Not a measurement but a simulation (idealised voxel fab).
Process module under the name voxel gate over fins
FYI the section here is cut, 185 nm wide, cells are 5 nm squares.
Each cross-section below is a grid of square cells, stated as bands in top-down order, with one or more rows of cells making up each band.
The entry gives the band's vertical extent as a top height and a bottom height in nm, then its horizontal make-up as materials from left to right, each with a width in nm. "empty" stands for empty space; a single material marked "throughout" fills the band edge to edge.
Beneath 0, the wafer as received is one material, and that level is where height counting begins. The lowest band goes on downward without a bottom; it is written like "top 0, no bottom".
The notation "30->40" denotes a width that varies across the rows of cells in the band, beginning at the first number in the top row, finishing at the second number in the bottom row, and changing by an identical amount from each row to the next.
Step note "no change" = no cross-section cell changed.
Enclosed voids (no open way to top), threshold 8 cells or more, entry "Closed void register", notation width x height at distance, distance from left edge, nm.
On a step's line, text after the settings is the simulator commenting on that step.
overlay nm: step with mask; distance mask lay right of planned place; negative value = left of planned place.
How should the pairs below be read? Each gives the cross-section before one process step and the cross-section after it, the latter drawn only to the lowest band that changed; the step that lies between them, with its settings, appears under the pair. Does a pair pick up where the pair above left off? Only where its entry headed "Prior to step" says so, since pairs can come from different runs of this module on the same starting wafer.

Prior to step:
* top 0, no bottom  Si throughout
* Closed void register: none

Post-Step Cross-Section:
* top 5, bottom 0  SiN throughout
* Below 0 it's all the same as before, nothing changed down there.
* Closed void register: none
Transition step, before and after shown above: CONFORMAL_DEP | material SiN | thk nm 5

Prior to step: after-step cross-section of the pair just above applies.

Post-Step Cross-Section:
* top 25, bottom 5  50 nm empty, then 15 nm resist, then 20 nm empty, then 15 nm resist, then 20 nm empty, then 15 nm resist, then 50 nm empty
* Below 5 it's all the same as before, nothing changed down there.
* Closed void register: none
Transition step, before and after shown above: PATTERN | tone cover | mask id FINS | material resist | width nm 15 | pitch nm 35 | thk nm 20 | overlay nm 0

Prior to step: after-step cross-section of the pair just above applies.

Post-Step Cross-Section:
* top 25, bottom 5  50 nm empty, then 15 nm resist, then 20 nm empty, then 15 nm resist, then 20 nm empty, then 15 nm resist, then 50 nm empty
* top 5, bottom 0  50 nm empty, then 15 nm SiN, then 20 nm empty, then 15 nm SiN, then 20 nm empty, then 15 nm SiN, then 50 nm empty
* Below 0 it's all the same as before, nothing changed down there.
* Closed void register: none
Transition step, before and after shown above: DIRECTIONAL_ETCH | etch materials SiN | depth nm 5

Prior to step: after-step cross-section of the pair just above applies.

Post-Step Cross-Section:
* top 25, bottom 5  50 nm empty, then 15 nm resist, then 20 nm empty, then 15 nm resist, then 20 nm empty, then 15 nm resist, then 50 nm empty
* top 5, bottom 0  50 nm empty, then 15 nm SiN, then 20 nm empty, then 15 nm SiN, then 20 nm empty, then 15 nm SiN, then 50 nm empty
* top 0, bottom -40  50 nm empty, then 15 nm Si, then 20 nm empty, then 15 nm Si, then 20 nm empty, then 15 nm Si, then 50 nm empty
* Below -40 it's all the same as before, nothing changed down there.
* Closed void register: none
Transition step, before and after shown above: DIRECTIONAL_ETCH | etch materials Si | depth nm 40

Prior to step: after-step cross-section of the pair just above applies.

Post-Step Cross-Section:
* top 5, bottom 0  50 nm empty, then 15 nm SiN, then 20 nm empty, then 15 nm SiN, then 20 nm empty, then 15 nm SiN, then 50 nm empty
* Below 0 it's all the same as before, nothing changed down there.
* Closed void register: none
Transition step, before and after shown above: STRIP | etch materials resist

Prior to step: after-step cross-section of the pair just above applies.

Post-Step Cross-Section:
* top 15, bottom 5  SiO2 throughout
* top 5, bottom 0  50 nm SiO2, then 15 nm SiN, then 20 nm SiO2, then 15 nm SiN, then 20 nm SiO2, then 15 nm SiN, then 50 nm SiO2
* top 0, bottom -40  50 nm SiO2, then 15 nm Si, then 20 nm SiO2, then 15 nm Si, then 20 nm SiO2, then 15 nm Si, then 50 nm SiO2
* Below -40 it's all the same as before, nothing changed down there.
* Closed void register: none
Transition step, before and after shown above: FILL_DEP | material SiO2 | thk nm 10

Prior to step: after-step cross-section of the pair just above applies.

Post-Step Cross-Section:
* top 5, bottom 0  50 nm SiO2, then 15 nm SiN, then 20 nm SiO2, then 15 nm SiN, then 20 nm SiO2, then 15 nm SiN, then 50 nm SiO2
* Below 0 it's all the same as before, nothing changed down there.
* Closed void register: none
Transition step, before and after shown above: CMP | height nm 5

Prior to step: after-step cross-section of the pair just above applies.

Post-Step Cross-Section:
* top 5, bottom 0  50 nm empty, then 15 nm SiN, then 20 nm empty, then 15 nm SiN, then 20 nm empty, then 15 nm SiN, then 50 nm empty
* top 0, bottom -10  50 nm empty, then 15 nm Si, then 20 nm empty, then 15 nm Si, then 20 nm empty, then 15 nm Si, then 50 nm empty
* Below -10 it's all the same as before, nothing changed down there.
* Closed void register: none
Transition step, before and after shown above: SELECTIVE_ETCH | etch materials SiO2 | depth nm 15

Prior to step: after-step cross-section of the pair just above applies.

Post-Step Cross-Section:
* top 0, bottom -10  50 nm empty, then 15 nm Si, then 20 nm empty, then 15 nm Si, then 20 nm empty, then 15 nm Si, then 50 nm empty
* Below -10 it's all the same as before, nothing changed down there.
* Closed void register: none
Transition step, before and after shown above: STRIP | etch materials SiN

Prior to step: after-step cross-section of the pair just above applies.

Post-Step Cross-Section:
* top 5, bottom 0  45 nm empty, then 25 nm HfO2, then 10 nm empty, then 25 nm HfO2, then 10 nm empty, then 25 nm HfO2, then 45 nm empty
* top 0, bottom -5  45 nm empty, then 5 nm HfO2, then 15 nm Si, then 5 nm HfO2, then 10 nm empty, then 5 nm HfO2, then 15 nm Si, then 5 nm HfO2, then 10 nm empty, then 5 nm HfO2, then 15 nm Si, then 5 nm HfO2, then 45 nm empty
* top -5, bottom -10  50 nm HfO2, then 15 nm Si, then 20 nm HfO2, then 15 nm Si, then 20 nm HfO2, then 15 nm Si, then 50 nm HfO2
* Below -10 it's all the same as before, nothing changed down there.
* Closed void register: none
Transition step, before and after shown above: CONFORMAL_DEP | material HfO2 | thk nm 5

Prior to step: after-step cross-section of the pair just above applies.

Post-Step Cross-Section:
* top 10, bottom 5  40 nm empty, then 105 nm TiN, then 40 nm empty
* top 5, bottom 0  40 nm empty, then 5 nm TiN, then 25 nm HfO2, then 10 nm TiN, then 25 nm HfO2, then 10 nm TiN, then 25 nm HfO2, then 5 nm TiN, then 40 nm empty
* top 0, bottom -5  45 nm TiN, then 5 nm HfO2, then 15 nm Si, then 5 nm HfO2, then 10 nm TiN, then 5 nm HfO2, then 15 nm Si, then 5 nm HfO2, then 10 nm TiN, then 5 nm HfO2, then 15 nm Si, then 5 nm HfO2, then 45 nm TiN
* Below -5 it's all the same as before, nothing changed down there.
* Closed void register: none
Transition step, before and after shown above: CONFORMAL_DEP | material TiN | thk nm 5

Prior to step: after-step cross-section of the pair just above applies.

Post-Step Cross-Section:
* top 20, bottom 10  W throughout
* top 10, bottom 5  40 nm W, then 105 nm TiN, then 40 nm W
* top 5, bottom 0  40 nm W, then 5 nm TiN, then 25 nm HfO2, then 10 nm TiN, then 25 nm HfO2, then 10 nm TiN, then 25 nm HfO2, then 5 nm TiN, then 40 nm W
* Below 0 it's all the same as before, nothing changed down there.
* Closed void register: none
Transition step, before and after shown above: FILL_DEP | material W | thk nm 10

Prior to step: after-step cross-section of the pair just above applies.

Post-Step Cross-Section:
* top 15, bottom 10  W throughout
* Below 10 it's all the same as before, nothing changed down there.
* Closed void register: none
Transition step, before and after shown above: CMP | height nm 15

Prior to step: after-step cross-section of the pair just above applies.

Post-Step Cross-Section:
* top 25, bottom 15  SiCN throughout
* Below 15 it's all the same as before, nothing changed down there.
* Closed void register: none
Transition step, before and after shown above: CONFORMAL_DEP | material SiCN | thk nm 10

Prior to step:
* top 0, bottom -10  50 nm empty, then 15 nm Si, then 20 nm empty, then 15 nm Si, then 20 nm empty, then 15 nm Si, then 50 nm empty
* top -10, bottom -40  50 nm SiO2, then 15 nm Si, then 20 nm SiO2, then 15 nm Si, then 20 nm SiO2, then 15 nm Si, then 50 nm SiO2
* top -40, no bottom  Si throughout
* Closed void register: none

Post-Step Cross-Section:
* top 5, bottom 0  45 nm empty, then 25 nm TiN, then 10 nm empty, then 25 nm TiN, then 10 nm empty, then 25 nm TiN, then 45 nm empty
* top 0, bottom -5  45 nm empty, then 5 nm TiN, then 15 nm Si, then 5 nm TiN, then 10 nm empty, then 5 nm TiN, then 15 nm Si, then 5 nm TiN, then 10 nm empty, then 5 nm TiN, then 15 nm Si, then 5 nm TiN, then 45 nm empty
* top -5, bottom -10  50 nm TiN, then 15 nm Si, then 20 nm TiN, then 15 nm Si, then 20 nm TiN, then 15 nm Si, then 50 nm TiN
* Below -10 it's all the same as before, nothing changed down there.
* Closed void register: none
Transition step, before and after shown above: CONFORMAL_DEP | material TiN | thk nm 5

Prior to step: after-step cross-section of the pair just above applies.

Post-Step Cross-Section:
* top 15, bottom 5  W throughout
* top 5, bottom 0  45 nm W, then 25 nm TiN, then 10 nm W, then 25 nm TiN, then 10 nm W, then 25 nm TiN, then 45 nm W
* top 0, bottom -5  45 nm W, then 5 nm TiN, then 15 nm Si, then 5 nm TiN, then 10 nm W, then 5 nm TiN, then 15 nm Si, then 5 nm TiN, then 10 nm W, then 5 nm TiN, then 15 nm Si, then 5 nm TiN, then 45 nm W
* Below -5 it's all the same as before, nothing changed down there.
* Closed void register: none
Transition step, before and after shown above: FILL_DEP | material W | thk nm 10

Prior to step: after-step cross-section of the pair just above applies.

Post-Step Cross-Section:
* top 25, bottom 15  SiCN throughout
* Below 15 it's all the same as before, nothing changed down there.
* Closed void register: none
Transition step, before and after shown above: CONFORMAL_DEP | material SiCN | thk nm 10

Prior to step:
* top 5, bottom 0  50 nm empty, then 15 nm SiN, then 20 nm empty, then 15 nm SiN, then 20 nm empty, then 15 nm SiN, then 50 nm empty
* top 0, bottom -10  50 nm empty, then 15 nm Si, then 20 nm empty, then 15 nm Si, then 20 nm empty, then 15 nm Si, then 50 nm empty
* top -10, bottom -40  50 nm SiO2, then 15 nm Si, then 20 nm SiO2, then 15 nm Si, then 20 nm SiO2, then 15 nm Si, then 50 nm SiO2
* top -40, no bottom  Si throughout
* Closed void register: none

Post-Step Cross-Section:
* top 5, bottom 0  50 nm empty, then 15 nm SiN, then 20 nm empty, then 15 nm SiN, then 20 nm empty, then 15 nm SiN, then 50 nm empty
* top 0, bottom -25  50 nm empty, then 15 nm Si, then 20 nm empty, then 15 nm Si, then 20 nm empty, then 15 nm Si, then 50 nm empty
* Below -25 it's all the same as before, nothing changed down there.
* Closed void register: none
Transition step, before and after shown above: SELECTIVE_ETCH | etch materials SiO2 | depth nm 15

Prior to step: after-step cross-section of the pair just above applies.

Post-Step Cross-Section:
* top 0, bottom -25  50 nm empty, then 15 nm Si, then 20 nm empty, then 15 nm Si, then 20 nm empty, then 15 nm Si, then 50 nm empty
* Below -25 it's all the same as before, nothing changed down there.
* Closed void register: none
Transition step, before and after shown above: STRIP | etch materials SiN

Prior to step: after-step cross-section of the pair just above applies.

Post-Step Cross-Section:
* top 5, bottom 0  45 nm empty, then 25 nm HfO2, then 10 nm empty, then 25 nm HfO2, then 10 nm empty, then 25 nm HfO2, then 45 nm empty
* top 0, bottom -20  45 nm empty, then 5 nm HfO2, then 15 nm Si, then 5 nm HfO2, then 10 nm empty, then 5 nm HfO2, then 15 nm Si, then 5 nm HfO2, then 10 nm empty, then 5 nm HfO2, then 15 nm Si, then 5 nm HfO2, then 45 nm empty
* top -20, bottom -25  50 nm HfO2, then 15 nm Si, then 20 nm HfO2, then 15 nm Si, then 20 nm HfO2, then 15 nm Si, then 50 nm HfO2
* Below -25 it's all the same as before, nothing changed down there.
* Closed void register: none
Transition step, before and after shown above: CONFORMAL_DEP | material HfO2 | thk nm 5

Prior to step: after-step cross-section of the pair just above applies.

Post-Step Cross-Section:
* top 10, bottom 5  40 nm empty, then 105 nm TiN, then 40 nm empty
* top 5, bottom 0  40 nm empty, then 5 nm TiN, then 25 nm HfO2, then 10 nm TiN, then 25 nm HfO2, then 10 nm TiN, then 25 nm HfO2, then 5 nm TiN, then 40 nm empty
* top 0, bottom -15  40 nm empty, then 5 nm TiN, then 5 nm HfO2, then 15 nm Si, then 5 nm HfO2, then 10 nm TiN, then 5 nm HfO2, then 15 nm Si, then 5 nm HfO2, then 10 nm TiN, then 5 nm HfO2, then 15 nm Si, then 5 nm HfO2, then 5 nm TiN, then 40 nm empty
* top -15, bottom -20  45 nm TiN, then 5 nm HfO2, then 15 nm Si, then 5 nm HfO2, then 10 nm TiN, then 5 nm HfO2, then 15 nm Si, then 5 nm HfO2, then 10 nm TiN, then 5 nm HfO2, then 15 nm Si, then 5 nm HfO2, then 45 nm TiN
* Below -20 it's all the same as before, nothing changed down there.
* Closed void register: none
Transition step, before and after shown above: CONFORMAL_DEP | material TiN | thk nm 5

Prior to step: after-step cross-section of the pair just above applies.

Post-Step Cross-Section:
* top 20, bottom 10  W throughout
* top 10, bottom 5  40 nm W, then 105 nm TiN, then 40 nm W
* top 5, bottom 0  40 nm W, then 5 nm TiN, then 25 nm HfO2, then 10 nm TiN, then 25 nm HfO2, then 10 nm TiN, then 25 nm HfO2, then 5 nm TiN, then 40 nm W
* top 0, bottom -15  40 nm W, then 5 nm TiN, then 5 nm HfO2, then 15 nm Si, then 5 nm HfO2, then 10 nm TiN, then 5 nm HfO2, then 15 nm Si, then 5 nm HfO2, then 10 nm TiN, then 5 nm HfO2, then 15 nm Si, then 5 nm HfO2, then 5 nm TiN, then 40 nm W
* Below -15 it's all the same as before, nothing changed down there.
* Closed void register: none
Transition step, before and after shown above: FILL_DEP | material W | thk nm 10

Prior to step: after-step cross-section of the pair just above applies.

Post-Step Cross-Section:
* top 15, bottom 10  W throughout
* Below 10 it's all the same as before, nothing changed down there.
* Closed void register: none
Transition step, before and after shown above: CMP | height nm 15

Prior to step: after-step cross-section of the pair just above applies.

Post-Step Cross-Section:
* top 25, bottom 15  SiCN throughout
* Below 15 it's all the same as before, nothing changed down there.
* Closed void register: none
Transition step, before and after shown above: CONFORMAL_DEP | material SiCN | thk nm 10

Prior to step:
* top 5, bottom 0  45 nm empty, then 25 nm TiN, then 10 nm empty, then 25 nm TiN, then 10 nm empty, then 25 nm TiN, then 45 nm empty
* top 0, bottom -5  45 nm empty, then 5 nm TiN, then 15 nm Si, then 5 nm TiN, then 10 nm empty, then 5 nm TiN, then 15 nm Si, then 5 nm TiN, then 10 nm empty, then 5 nm TiN, then 15 nm Si, then 5 nm TiN, then 45 nm empty
* top -5, bottom -10  50 nm TiN, then 15 nm Si, then 20 nm TiN, then 15 nm Si, then 20 nm TiN, then 15 nm Si, then 50 nm TiN
* top -10, bottom -40  50 nm SiO2, then 15 nm Si, then 20 nm SiO2, then 15 nm Si, then 20 nm SiO2, then 15 nm Si, then 50 nm SiO2
* top -40, no bottom  Si throughout
* Closed void register: none

Post-Step Cross-Section:
* top 10, bottom 5  40 nm empty, then 105 nm HfO2, then 40 nm empty
* top 5, bottom 0  40 nm empty, then 5 nm HfO2, then 25 nm TiN, then 10 nm HfO2, then 25 nm TiN, then 10 nm HfO2, then 25 nm TiN, then 5 nm HfO2, then 40 nm empty
* top 0, bottom -5  45 nm HfO2, then 5 nm TiN, then 15 nm Si, then 5 nm TiN, then 10 nm HfO2, then 5 nm TiN, then 15 nm Si, then 5 nm TiN, then 10 nm HfO2, then 5 nm TiN, then 15 nm Si, then 5 nm TiN, then 45 nm HfO2
* Below -5 it's all the same as before, nothing changed down there.
* Closed void register: none
Transition step, before and after shown above: CONFORMAL_DEP | material HfO2 | thk nm 5

Prior to step: after-step cross-section of the pair just above applies.

Post-Step Cross-Section:
* top 20, bottom 10  W throughout
* top 10, bottom 5  40 nm W, then 105 nm HfO2, then 40 nm W
* top 5, bottom 0  40 nm W, then 5 nm HfO2, then 25 nm TiN, then 10 nm HfO2, then 25 nm TiN, then 10 nm HfO2, then 25 nm TiN, then 5 nm HfO2, then 40 nm W
* Below 0 it's all the same as before, nothing changed down there.
* Closed void register: none
Transition step, before and after shown above: FILL_DEP | material W | thk nm 10

Prior to step: after-step cross-section of the pair just above applies.

Post-Step Cross-Section:
* top 15, bottom 10  W throughout
* Below 10 it's all the same as before, nothing changed down there.
* Closed void register: none
Transition step, before and after shown above: CMP | height nm 15

Prior to step: after-step cross-section of the pair just above applies.

Post-Step Cross-Section:
* top 25, bottom 15  SiCN throughout
* Below 15 it's all the same as before, nothing changed down there.
* Closed void register: none
Transition step, before and after shown above: CONFORMAL_DEP | material SiCN | thk nm 10

Prior to step:
* top 5, bottom 0  45 nm empty, then 25 nm HfO2, then 10 nm empty, then 25 nm HfO2, then 10 nm empty, then 25 nm HfO2, then 45 nm empty
* top 0, bottom -5  45 nm empty, then 5 nm HfO2, then 15 nm Si, then 5 nm HfO2, then 10 nm empty, then 5 nm HfO2, then 15 nm Si, then 5 nm HfO2, then 10 nm empty, then 5 nm HfO2, then 15 nm Si, then 5 nm HfO2, then 45 nm empty
* top -5, bottom -10  50 nm HfO2, then 15 nm Si, then 20 nm HfO2, then 15 nm Si, then 20 nm HfO2, then 15 nm Si, then 50 nm HfO2
* top -10, bottom -40  50 nm SiO2, then 15 nm Si, then 20 nm SiO2, then 15 nm Si, then 20 nm SiO2, then 15 nm Si, then 50 nm SiO2
* top -40, no bottom  Si throughout
* Closed void register: none

Post-Step Cross-Section:
* top 20, bottom 10  30 nm empty, then 125 nm TiN, then 30 nm empty
* top 10, bottom 5  TiN throughout
* top 5, bottom 0  45 nm TiN, then 25 nm HfO2, then 10 nm TiN, then 25 nm HfO2, then 10 nm TiN, then 25 nm HfO2, then 45 nm TiN
* top 0, bottom -5  45 nm TiN, then 5 nm HfO2, then 15 nm Si, then 5 nm HfO2, then 10 nm TiN, then 5 nm HfO2, then 15 nm Si, then 5 nm HfO2, then 10 nm TiN, then 5 nm HfO2, then 15 nm Si, then 5 nm HfO2, then 45 nm TiN
* Below -5 it's all the same as before, nothing changed down there.
* Closed void register: none
Transition step, before and after shown above: CONFORMAL_DEP | material TiN | thk nm 15

Prior to step: after-step cross-section of the pair just above applies.

Post-Step Cross-Section:
* top 30, bottom 20  W throughout
* top 20, bottom 10  30 nm W, then 125 nm TiN, then 30 nm W
* Below 10 it's all the same as before, nothing changed down there.
* Closed void register: none
Transition step, before and after shown above: FILL_DEP | material W | thk nm 10

Prior to step: after-step cross-section of the pair just above applies.

Post-Step Cross-Section:
* top 15, bottom 10  30 nm W, then 125 nm TiN, then 30 nm W
* Below 10 it's all the same as before, nothing changed down there.
* Closed void register: none
Transition step, before and after shown above: CMP | height nm 15

Prior to step: after-step cross-section of the pair just above applies.

Post-Step Cross-Section:
* top 25, bottom 15  SiCN throughout
* Below 15 it's all the same as before, nothing changed down there.
* Closed void register: none
Transition step, before and after shown above: CONFORMAL_DEP | material SiCN | thk nm 10

Prior to step:
* top 5, bottom 0  SiN throughout
* top 0, no bottom  Si throughout
* Closed void register: none

Post-Step Cross-Section:
* top 25, bottom 5  50 nm empty, then 20 nm resist, then 15 nm empty, then 20 nm resist, then 15 nm empty, then 20 nm resist, then 45 nm empty
* Below 5 it's all the same as before, nothing changed down there.
* Closed void register: none
Transition step, before and after shown above: PATTERN | tone cover | mask id FINS | material resist | width nm 20 | pitch nm 35 | thk nm 20 | overlay nm 0

Prior to step: after-step cross-section of the pair just above applies.

Post-Step Cross-Section:
* top 25, bottom 5  50 nm empty, then 20 nm resist, then 15 nm empty, then 20 nm resist, then 15 nm empty, then 20 nm resist, then 45 nm empty
* top 5, bottom 0  50 nm empty, then 20 nm SiN, then 15 nm empty, then 20 nm SiN, then 15 nm empty, then 20 nm SiN, then 45 nm empty
* Below 0 it's all the same as before, nothing changed down there.
* Closed void register: none
Transition step, before and after shown above: DIRECTIONAL_ETCH | etch materials SiN | depth nm 5

Prior to step: after-step cross-section of the pair just above applies.

Post-Step Cross-Section:
* top 25, bottom 5  50 nm empty, then 20 nm resist, then 15 nm empty, then 20 nm resist, then 15 nm empty, then 20 nm resist, then 45 nm empty
* top 5, bottom 0  50 nm empty, then 20 nm SiN, then 15 nm empty, then 20 nm SiN, then 15 nm empty, then 20 nm SiN, then 45 nm empty
* top 0, bottom -40  50 nm empty, then 20 nm Si, then 15 nm empty, then 20 nm Si, then 15 nm empty, then 20 nm Si, then 45 nm empty
* Below -40 it's all the same as before, nothing changed down there.
* Closed void register: none
Transition step, before and after shown above: DIRECTIONAL_ETCH | etch materials Si | depth nm 40

Prior to step: after-step cross-section of the pair just above applies.

Post-Step Cross-Section:
* top 5, bottom 0  50 nm empty, then 20 nm SiN, then 15 nm empty, then 20 nm SiN, then 15 nm empty, then 20 nm SiN, then 45 nm empty
* Below 0 it's all the same as before, nothing changed down there.
* Closed void register: none
Transition step, before and after shown above: STRIP | etch materials resist

Prior to step: after-step cross-section of the pair just above applies.

Post-Step Cross-Section:
* top 15, bottom 5  SiO2 throughout
* top 5, bottom 0  50 nm SiO2, then 20 nm SiN, then 15 nm SiO2, then 20 nm SiN, then 15 nm SiO2, then 20 nm SiN, then 45 nm SiO2
* top 0, bottom -40  50 nm SiO2, then 20 nm Si, then 15 nm SiO2, then 20 nm Si, then 15 nm SiO2, then 20 nm Si, then 45 nm SiO2
* Below -40 it's all the same as before, nothing changed down there.
* Closed void register: none
Transition step, before and after shown above: FILL_DEP | material SiO2 | thk nm 10

Prior to step: after-step cross-section of the pair just above applies.

Post-Step Cross-Section:
* top 5, bottom 0  50 nm SiO2, then 20 nm SiN, then 15 nm SiO2, then 20 nm SiN, then 15 nm SiO2, then 20 nm SiN, then 45 nm SiO2
* Below 0 it's all the same as before, nothing changed down there.
* Closed void register: none
Transition step, before and after shown above: CMP | height nm 5

Prior to step: after-step cross-section of the pair just above applies.

Post-Step Cross-Section:
* top 5, bottom 0  50 nm empty, then 20 nm SiN, then 15 nm empty, then 20 nm SiN, then 15 nm empty, then 20 nm SiN, then 45 nm empty
* top 0, bottom -10  50 nm empty, then 20 nm Si, then 15 nm empty, then 20 nm Si, then 15 nm empty, then 20 nm Si, then 45 nm empty
* Below -10 it's all the same as before, nothing changed down there.
* Closed void register: none
Transition step, before and after shown above: SELECTIVE_ETCH | etch materials SiO2 | depth nm 15

Prior to step: after-step cross-section of the pair just above applies.

Post-Step Cross-Section:
* top 0, bottom -10  50 nm empty, then 20 nm Si, then 15 nm empty, then 20 nm Si, then 15 nm empty, then 20 nm Si, then 45 nm empty
* Below -10 it's all the same as before, nothing changed down there.
* Closed void register: none
Transition step, before and after shown above: STRIP | etch materials SiN

Prior to step: after-step cross-section of the pair just above applies.

Post-Step Cross-Section:
* top 5, bottom 0  45 nm empty, then 30 nm HfO2, then 5 nm empty, then 30 nm HfO2, then 5 nm empty, then 30 nm HfO2, then 40 nm empty
* top 0, bottom -5  45 nm empty, then 5 nm HfO2, then 20 nm Si, then 5 nm HfO2, then 5 nm empty, then 5 nm HfO2, then 20 nm Si, then 5 nm HfO2, then 5 nm empty, then 5 nm HfO2, then 20 nm Si, then 5 nm HfO2, then 40 nm empty
* top -5, bottom -10  50 nm HfO2, then 20 nm Si, then 15 nm HfO2, then 20 nm Si, then 15 nm HfO2, then 20 nm Si, then 45 nm HfO2
* Below -10 it's all the same as before, nothing changed down there.
* Closed void register: none
Transition step, before and after shown above: CONFORMAL_DEP | material HfO2 | thk nm 5

Prior to step: after-step cross-section of the pair just above applies.

Post-Step Cross-Section:
* top 10, bottom 5  40 nm empty, then 110 nm TiN, then 35 nm empty
* top 5, bottom 0  40 nm empty, then 5 nm TiN, then 30 nm HfO2, then 5 nm TiN, then 30 nm HfO2, then 5 nm TiN, then 30 nm HfO2, then 5 nm TiN, then 35 nm empty
* top 0, bottom -5  45 nm TiN, then 5 nm HfO2, then 20 nm Si, then 5 nm HfO2, then 5 nm TiN, then 5 nm HfO2, then 20 nm Si, then 5 nm HfO2, then 5 nm TiN, then 5 nm HfO2, then 20 nm Si, then 5 nm HfO2, then 40 nm TiN
* Below -5 it's all the same as before, nothing changed down there.
* Closed void register: none
Transition step, before and after shown above: CONFORMAL_DEP | material TiN | thk nm 5

Prior to step: after-step cross-section of the pair just above applies.

Post-Step Cross-Section:
* top 20, bottom 10  W throughout
* top 10, bottom 5  40 nm W, then 110 nm TiN, then 35 nm W
* top 5, bottom 0  40 nm W, then 5 nm TiN, then 30 nm HfO2, then 5 nm TiN, then 30 nm HfO2, then 5 nm TiN, then 30 nm HfO2, then 5 nm TiN, then 35 nm W
* Below 0 it's all the same as before, nothing changed down there.
* Closed void register: none
Transition step, before and after shown above: FILL_DEP | material W | thk nm 10

Prior to step: after-step cross-section of the pair just above applies.

Post-Step Cross-Section:
* top 15, bottom 10  W throughout
* Below 10 it's all the same as before, nothing changed down there.
* Closed void register: none
Transition step, before and after shown above: CMP | height nm 15

Prior to step: after-step cross-section of the pair just above applies.

Post-Step Cross-Section:
* top 25, bottom 15  SiCN throughout
* Below 15 it's all the same as before, nothing changed down there.
* Closed void register: none
Transition step, before and after shown above: CONFORMAL_DEP | material SiCN | thk nm 10

Prior to step:
* top 5, bottom 0  SiN throughout
* top 0, no bottom  Si throughout
* Closed void register: none

Post-Step Cross-Section:
* top 25, bottom 5  40 nm empty, then 15 nm resist, then 20 nm empty, then 15 nm resist, then 20 nm empty, then 15 nm resist, then 60 nm empty
* Below 5 it's all the same as before, nothing changed down there.
* Closed void register: none
Transition step, before and after shown above: PATTERN | tone cover | mask id FINS | material resist | width nm 15 | pitch nm 35 | thk nm 20 | overlay nm -10

Prior to step: after-step cross-section of the pair just above applies.

Post-Step Cross-Section:
* top 25, bottom 5  40 nm empty, then 15 nm resist, then 20 nm empty, then 15 nm resist, then 20 nm empty, then 15 nm resist, then 60 nm empty
* top 5, bottom 0  40 nm empty, then 15 nm SiN, then 20 nm empty, then 15 nm SiN, then 20 nm empty, then 15 nm SiN, then 60 nm empty
* Below 0 it's all the same as before, nothing changed down there.
* Closed void register: none
Transition step, before and after shown above: DIRECTIONAL_ETCH | etch materials SiN | depth nm 5

Prior to step: after-step cross-section of the pair just above applies.

Post-Step Cross-Section:
* top 25, bottom 5  40 nm empty, then 15 nm resist, then 20 nm empty, then 15 nm resist, then 20 nm empty, then 15 nm resist, then 60 nm empty
* top 5, bottom 0  40 nm empty, then 15 nm SiN, then 20 nm empty, then 15 nm SiN, then 20 nm empty, then 15 nm SiN, then 60 nm empty
* top 0, bottom -40  40 nm empty, then 15 nm Si, then 20 nm empty, then 15 nm Si, then 20 nm empty, then 15 nm Si, then 60 nm empty
* Below -40 it's all the same as before, nothing changed down there.
* Closed void register: none
Transition step, before and after shown above: DIRECTIONAL_ETCH | etch materials Si | depth nm 40

Prior to step: after-step cross-section of the pair just above applies.

Post-Step Cross-Section:
* top 5, bottom 0  40 nm empty, then 15 nm SiN, then 20 nm empty, then 15 nm SiN, then 20 nm empty, then 15 nm SiN, then 60 nm empty
* Below 0 it's all the same as before, nothing changed down there.
* Closed void register: none
Transition step, before and after shown above: STRIP | etch materials resist

Prior to step: after-step cross-section of the pair just above applies.

Post-Step Cross-Section:
* top 15, bottom 5  SiO2 throughout
* top 5, bottom 0  40 nm SiO2, then 15 nm SiN, then 20 nm SiO2, then 15 nm SiN, then 20 nm SiO2, then 15 nm SiN, then 60 nm SiO2
* top 0, bottom -40  40 nm SiO2, then 15 nm Si, then 20 nm SiO2, then 15 nm Si, then 20 nm SiO2, then 15 nm Si, then 60 nm SiO2
* Below -40 it's all the same as before, nothing changed down there.
* Closed void register: none
Transition step, before and after shown above: FILL_DEP | material SiO2 | thk nm 10

Prior to step: after-step cross-section of the pair just above applies.

Post-Step Cross-Section:
* top 5, bottom 0  40 nm SiO2, then 15 nm SiN, then 20 nm SiO2, then 15 nm SiN, then 20 nm SiO2, then 15 nm SiN, then 60 nm SiO2
* Below 0 it's all the same as before, nothing changed down there.
* Closed void register: none
Transition step, before and after shown above: CMP | height nm 5

Prior to step: after-step cross-section of the pair just above applies.

Post-Step Cross-Section:
* top 5, bottom 0  40 nm empty, then 15 nm SiN, then 20 nm empty, then 15 nm SiN, then 20 nm empty, then 15 nm SiN, then 60 nm empty
* top 0, bottom -10  40 nm empty, then 15 nm Si, then 20 nm empty, then 15 nm Si, then 20 nm empty, then 15 nm Si, then 60 nm empty
* Below -10 it's all the same as before, nothing changed down there.
* Closed void register: none
Transition step, before and after shown above: SELECTIVE_ETCH | etch materials SiO2 | depth nm 15

Prior to step: after-step cross-section of the pair just above applies.

Post-Step Cross-Section:
* top 0, bottom -10  40 nm empty, then 15 nm Si, then 20 nm empty, then 15 nm Si, then 20 nm empty, then 15 nm Si, then 60 nm empty
* Below -10 it's all the same as before, nothing changed down there.
* Closed void register: none
Transition step, before and after shown above: STRIP | etch materials SiN

Prior to step: after-step cross-section of the pair just above applies.

Post-Step Cross-Section:
* top 5, bottom 0  35 nm empty, then 25 nm HfO2, then 10 nm empty, then 25 nm HfO2, then 10 nm empty, then 25 nm HfO2, then 55 nm empty
* top 0, bottom -5  35 nm empty, then 5 nm HfO2, then 15 nm Si, then 5 nm HfO2, then 10 nm empty, then 5 nm HfO2, then 15 nm Si, then 5 nm HfO2, then 10 nm empty, then 5 nm HfO2, then 15 nm Si, then 5 nm HfO2, then 55 nm empty
* top -5, bottom -10  40 nm HfO2, then 15 nm Si, then 20 nm HfO2, then 15 nm Si, then 20 nm HfO2, then 15 nm Si, then 60 nm HfO2
* Below -10 it's all the same as before, nothing changed down there.
* Closed void register: none
Transition step, before and after shown above: CONFORMAL_DEP | material HfO2 | thk nm 5

Prior to step: after-step cross-section of the pair just above applies.

Post-Step Cross-Section:
* top 10, bottom 5  30 nm empty, then 105 nm TiN, then 50 nm empty
* top 5, bottom 0  30 nm empty, then 5 nm TiN, then 25 nm HfO2, then 10 nm TiN, then 25 nm HfO2, then 10 nm TiN, then 25 nm HfO2, then 5 nm TiN, then 50 nm empty
* top 0, bottom -5  35 nm TiN, then 5 nm HfO2, then 15 nm Si, then 5 nm HfO2, then 10 nm TiN, then 5 nm HfO2, then 15 nm Si, then 5 nm HfO2, then 10 nm TiN, then 5 nm HfO2, then 15 nm Si, then 5 nm HfO2, then 55 nm TiN
* Below -5 it's all the same as before, nothing changed down there.
* Closed void register: none
Transition step, before and after shown above: CONFORMAL_DEP | material TiN | thk nm 5
